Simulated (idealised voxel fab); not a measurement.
The name of this process module is voxel ribs on slabs.
Shown is cross-section cut, with a width of 270 nm and square cells of size 5 nm.
Format of a cross-section: grid, square cells. Given as bands. Order: top down. Band: one or more rows of cells.
Top, bottom (nm), then materials left to right with widths (nm); lone material tagged "throughout" fills the whole band edge to edge; "empty" = empty space.
Beneath 0, the wafer as received is one material, and that level is where height counting begins. The lowest band goes on downward without a bottom; it is written like "from 0 down".
Read "30 to 40" as a graded width: first number on top, second number at the bottom, same change between each pair of neighbouring rows.
Step marked "identical to before"? Then no cell in the cross-section changed in it.
"Trapped voids": empty spaces of 8 cells or more with no open way to the top, each given as width x height at distance, distance from the left edge, all in nm.
What comes after the settings on a step's line is commentary from the simulator itself on that step.
overlay nm, on a step with a mask: how far to the right of its planned place the mask lay; to the left if negative

## Steps planned for the process
1 RECEIVE with material Si
2 DIRECTIONAL_DEP with material SiO2, thk nm 25
3 DIRECTIONAL_DEP with material SiN, thk nm 20
4 PATTERN with tone cover, mask id RIB, material resist, width nm 20, thk nm 15, overlay nm 0
5 DIRECTIONAL_ETCH with etch materials SiN, depth nm 15
6 STRIP with etch materials resist
7 MASKED_ETCH with tone cover, mask id SLAB, width nm 80, etch materials SiN, depth nm 5, overlay nm 0
8 FILL_DEP with material SiO2, thk nm 25
9 CMP with height nm 65
10 DIRECTIONAL_DEP with material TiN, thk nm 5
11 DIRECTIONAL_DEP with material aC, thk nm 15
12 PATTERN with tone cover, mask id HEATER, material resist, width nm 40, thk nm 35, overlay nm 0
13 DIRECTIONAL_ETCH with etch materials aC, depth nm 15
14 STRIP with etch materials resist
15 DIRECTIONAL_ETCH with etch materials TiN, depth nm 5
16 STRIP with etch materials aC
17 CONFORMAL_DEP with material SiO2, thk nm 10
Every wafer here starts from the same state; it is the step 4 width nm that distinguishes them, and the value the plan gives belongs to the first wafer.

## Cross-section of the first incoming wafer of several, state after step 1
from 0 down | Si throughout
Trapped voids: none

## Here is how to read the rows: every wafer has a row, and it shows the wafer at the end of the module, giving for each material how many cells were gained (+) or lost (-) since the wafer was received, then listing its closed voids
width nm 20, +28 SiN, +786 SiO2, +8 TiN, Trapped voids: none
width nm 25, +31 SiN, +783 SiO2, +8 TiN, Trapped voids: none
width nm 30, +34 SiN, +780 SiO2, +8 TiN, Trapped voids: none
width nm 35, +37 SiN, +777 SiO2, +8 TiN, Trapped voids: none
width nm 40, +40 SiN, +774 SiO2, +8 TiN, Trapped voids: none
width nm 45, +43 SiN, +771 SiO2, +8 TiN, Trapped voids: none
